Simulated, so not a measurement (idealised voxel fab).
Name of the process module below: voxel tone inversion
The cross-section shown here is cut; it is 210 nm wide and divided into square cells measuring 5 nm on a side.
Think of the cross-section as a grid of square cells. We describe it in bands, top to bottom, and each band covers one or more rows of those cells.
In this notation a band is specified by the heights of its top and bottom, in that order and in nm, after which its materials appear from left to right, each paired with its width in nm. The word "full width" attached to a single material means that material fills the band from edge to edge; the word "air" stands for empty space.
Where do heights start? At 0: under that level the wafer as delivered is made of one material only. And the lowest band has no floor; it just carries on downward, as in "0 nm and below".
The two numbers in a width such as "30 to 40" mark its ends across the band: the first belongs to the top row of cells, the second to the bottom row, and from each row to the next the width moves by the same amount.
Where a step carries "identical to before", the cross-section came out of it unchanged, cell for cell.
"Enclosed cavity list" - sealed voids, min. 8 cells, no opening to top; format: width x height at distance (distance from left edge; nm throughout).
Text after the settings on a step's line: the simulator's own remark on that step.
What "overlay nm" on a step's line means: if the step has a mask, that mask lay this far to the right of its planned place, or, when the value is negative, to the left.
Listed below are the process steps as planned:
1. RECEIVE with material Si
2. CONFORMAL_DEP with material SiCN, thk nm 5
3. DIRECTIONAL_DEP with material polySi, thk nm 25
4. PATTERN with tone cover, mask id POSTS, material resist, width nm 20, pitch nm 35, thk nm 35, overlay nm 0
5. DIRECTIONAL_ETCH with etch materials polySi, depth nm 25
6. STRIP with etch materials resist
7. FILL_DEP with material lowk, thk nm 5
8. CMP with height nm 20
9. STRIP with etch materials polySi
Where the wafers of this document differ is in the height nm of step 8; they start out the same, and the plan states the value that applied to the first wafer.
The first of several wafers, as received after step 1, seen in section:
    0 nm and below: Si full width
    Enclosed cavity list: none
Cross-section, first of several wafers, end of module, after last step 9:
    20 nm to 5 nm: lowk 75 nm | air 20 nm | lowk 15 nm | air 20 nm | lowk 80 nm
    5 nm to 0 nm: SiCN full width
    0 nm and below: Si full width
    Enclosed cavity list: none
X-section, last wafer, module end:
    35 nm to 30 nm: lowk full width
    30 nm to 5 nm: lowk 75 nm | polySi 20 nm | lowk 15 nm | polySi 20 nm | lowk 80 nm
    5 nm to 0 nm: SiCN full width
    0 nm and below: Si full width
    Enclosed cavity list: none
What follows is a table in which each wafer occupies a row; for the wafer as it stands at the close of the module, the row states, material by material, how many cells have been gained (+) or lost (-) since receipt, and then gives its closed voids:
height nm 20, +42 SiCN, +102 lowk, Enclosed cavity list: none
height nm 25, +42 SiCN, +136 lowk, Enclosed cavity list: none
height nm 30, +42 SiCN, +170 lowk, Enclosed cavity list: none
height nm 35, +42 SiCN, +212 lowk, +40 polySi, Enclosed cavity list: none
